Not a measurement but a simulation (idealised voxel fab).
process module | voxel double patterning
cross-section cut | 290 nm wide | cells 5 nm
A cross-section is a grid of square cells, given in bands from the top down. A band is one or more rows of cells.
Each band's line starts with the height of the band's top and of its bottom, in nm. Then come its materials from left to right, each with its width in nm. One material with "throughout" fills the band from edge to edge. "air" is empty space.
Height 0 is the level under which the wafer as received is all one material. The lowest band goes on downwards, as in "0 down".
A width such as "30 to 40" changes by the same amount from each row of cells to the next, from the band's top row to its bottom row.
"no change" after a step means that no cell of the cross-section changed.
closed voids: empty space of 8 cells or more with no open way to the top, each as width x height at its distance from the left edge, in nm
after a step's settings: what the simulator itself notes on the step
overlay nm, on a step with a mask: how far to the right of its planned place the mask lay; to the left if negative
plan
1 op RECEIVE | material Si
2 op CONFORMAL_DEP | material SiO2 | thk nm 10
3 op DIRECTIONAL_DEP | material TiN | thk nm 10
4 op DIRECTIONAL_DEP | material SiN | thk nm 10
5 op DIRECTIONAL_DEP | material aC | thk nm 15
6 op PATTERN | tone open | mask id FIRST | material resist | width nm 15 | pitch nm 50 | thk nm 30 | overlay nm 0
7 op DIRECTIONAL_ETCH | etch materials aC | depth nm 15
8 op STRIP | etch materials resist
9 op DIRECTIONAL_ETCH | etch materials SiN | depth nm 10
10 op STRIP | etch materials aC
11 op PATTERN | tone open | mask id SECOND | material resist | width nm 15 | thk nm 20 | overlay nm 0
12 op DIRECTIONAL_ETCH | etch materials SiN | depth nm 10
13 op STRIP | etch materials resist
14 op DIRECTIONAL_ETCH | etch materials TiN | depth nm 10
15 op STRIP | etch materials SiN
as received, after step 1
  0 down: Si throughout
  closed voids: none
first wafer at the end, as planned
  20 to 10: TiN 110 | air 15 | TiN 10 | air 15 | TiN 10 | air 15 | TiN 115
  10 to 0: SiO2 throughout
  0 down: Si throughout
  closed voids: none
second wafer at the end: like start, like plan, one mistake
  20 to 10: TiN 110 | air 15 | TiN 10 | air 15 | TiN 10 | air 15 | TiN 115
  10 to 0: TiN throughout
  0 down: Si throughout
  closed voids: none
what went wrong: step 2 ran as: op CONFORMAL_DEP | material TiN | thk nm 10
at the end the second wafer has, in cells: 116 fewer of SiO2 | 116 more of TiN
